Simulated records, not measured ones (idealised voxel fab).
process module | voxel released beams
cross-section cut | 240 nm wide | cells 5 nm
A cross-section is a grid of square cells, given in bands from the top down. A band is one or more rows of cells.
Each band's line starts with the height of the band's top and of its bottom, in nm. Then come its materials from left to right, each with its width in nm. One material with "throughout" fills the band from edge to edge. "air" is empty space.
Height 0 is the level under which the wafer as received is all one material. The lowest band goes on downwards, as in "0 down".
A width such as "30 to 40" changes by the same amount from each row of cells to the next, from the band's top row to its bottom row.
"no change" after a step means that no cell of the cross-section changed.
closed voids: empty space of 8 cells or more with no open way to the top, each as width x height at its distance from the left edge, in nm
after a step's settings: what the simulator itself notes on the step
overlay nm, on a step with a mask: how far to the right of its planned place the mask lay; to the left if negative
plan
1 op RECEIVE | material Si
2 op CONFORMAL_DEP | material SiN | thk nm 5
3 op DIRECTIONAL_DEP | material SiO2 | thk nm 20
4 op DIRECTIONAL_DEP | material aC | thk nm 10
5 op PATTERN | tone open | mask id ANCHOR | material resist | width nm 40 | thk nm 25 | overlay nm 0
6 op DIRECTIONAL_ETCH | etch materials aC | depth nm 10
7 op STRIP | etch materials resist
8 op DIRECTIONAL_ETCH | etch materials SiO2 | depth nm 20
9 op STRIP | etch materials aC
10 op CONFORMAL_DEP | material polySi | thk nm 15
11 op DIRECTIONAL_DEP | material aC | thk nm 10
12 op PATTERN | tone cover | mask id BEAM | material resist | width nm 90 | thk nm 30 | overlay nm 0
13 op DIRECTIONAL_ETCH | etch materials aC | depth nm 10
14 op STRIP | etch materials resist
15 op DIRECTIONAL_ETCH | etch materials polySi | depth nm 15
16 op STRIP | etch materials aC
17 op STRIP | etch materials SiO2
as received, after step 1
  0 down: Si throughout
  closed voids: none
first wafer at the end, as planned
  40 to 25: air 70 | polySi 20 | air 10 | polySi 60 | air 80
  25 to 20: air 75 | polySi 15 | air 10 | polySi 15 | air 125
  20 to 5: air 75 | polySi 40 | air 125
  5 to 0: SiN throughout
  0 down: Si throughout
  closed voids: none
second wafer at the end: like start, like plan, one mistake
  40 to 25: air 70 | polySi 60 | air 110
  25 to 20: air 60 | polySi 15 | SiO2 40 | polySi 15 | air 110
  20 to 5: air 60 | polySi 15 | SiO2 40 | polySi 45 | air 80
  5 to 0: SiN throughout
  0 down: Si throughout
  closed voids: none
what went wrong: step 5 ran as: op PATTERN | tone cover | mask id ANCHOR | material resist | width nm 40 | thk nm 25 | overlay nm 0
at the end the second wafer has, in cells: 32 more of SiO2
